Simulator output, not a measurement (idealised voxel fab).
This section sets out a process module, namely voxel trench capacitor.
cross-section cut | 245 nm wide | cells 5 nm
Format of a cross-section: grid, square cells. Given as bands. Order: top down. Band: one or more rows of cells.
The band entry comprises the height of the band's top followed by the height of its bottom, expressed in nm, and subsequently the band's materials from left to right, each stated together with its width in nm. Where a single material is marked with the word "full width", that material fills the band from edge to edge. The word "blank" represents empty space.
Heads up on the height convention: 0 is the point under which the incoming wafer is all one material, and the lowest band has no bottom, it just keeps going down, like "0 -> down".
Per-row width for "30->40": begins at first number (top row of band), ends at second number (bottom row), increment between rows held constant.
No cell of the cross-section changed in a step that is given as "no modification".
Each empty space that has no open way to the top and spans at least 8 cells appears under "Closed void inventory" as width x height at distance, the distance counted from the left edge, all in nm.
It should be noted that, on the line of a given step, the content following the step's settings is a remark produced by the simulator itself with respect to that step.
"overlay nm" on a masked step: distance the mask lay right of its planned place, negative for left.

# Set out below are the planned steps of the process
| 1 | RECEIVE,material Si |
| 2 | CONFORMAL_DEP,material SiN,thk nm 5 |
| 3 | PATTERN,tone open,mask id TRENCH,material resist,width nm 30,pitch nm 45,thk nm 15,overlay nm -15 |
| 4 | DIRECTIONAL_ETCH,etch materials SiN,depth nm 5 |
| 5 | DIRECTIONAL_ETCH,etch materials Si,depth nm 40 |
| 6 | STRIP,etch materials resist |
| 7 | CONFORMAL_DEP,material HfO2,thk nm 5 |
| 8 | CONFORMAL_DEP,material TiN,thk nm 5 |
| 9 | FILL_DEP,material W,thk nm 5 |
| 10 | CMP,height nm 5 |
Be aware that, although all wafers share a common starting state, the overlay nm at step 3 differs among them, and the plan displays the first wafer's value.

# first wafer as received, after step 1
0 -> down: Si full width
Closed void inventory: none

# End of module, by wafer: material-by-material cell gain (+) or loss (-) since receipt, then closed voids
overlay nm -15; +88 HfO2; -192 Si; +25 SiN; +72 TiN; +56 W; Closed void inventory: none
overlay nm -10; +88 HfO2; -192 Si; +25 SiN; +72 TiN; +56 W; Closed void inventory: none
overlay nm -5; +88 HfO2; -192 Si; +25 SiN; +72 TiN; +56 W; Closed void inventory: none
overlay nm 0; +88 HfO2; -192 Si; +25 SiN; +72 TiN; +56 W; Closed void inventory: none
overlay nm 5; +88 HfO2; -192 Si; +25 SiN; +72 TiN; +56 W; Closed void inventory: none
overlay nm 10; +88 HfO2; -192 Si; +25 SiN; +72 TiN; +56 W; Closed void inventory: none
overlay nm 15; +88 HfO2; -192 Si; +25 SiN; +72 TiN; +56 W; Closed void inventory: none
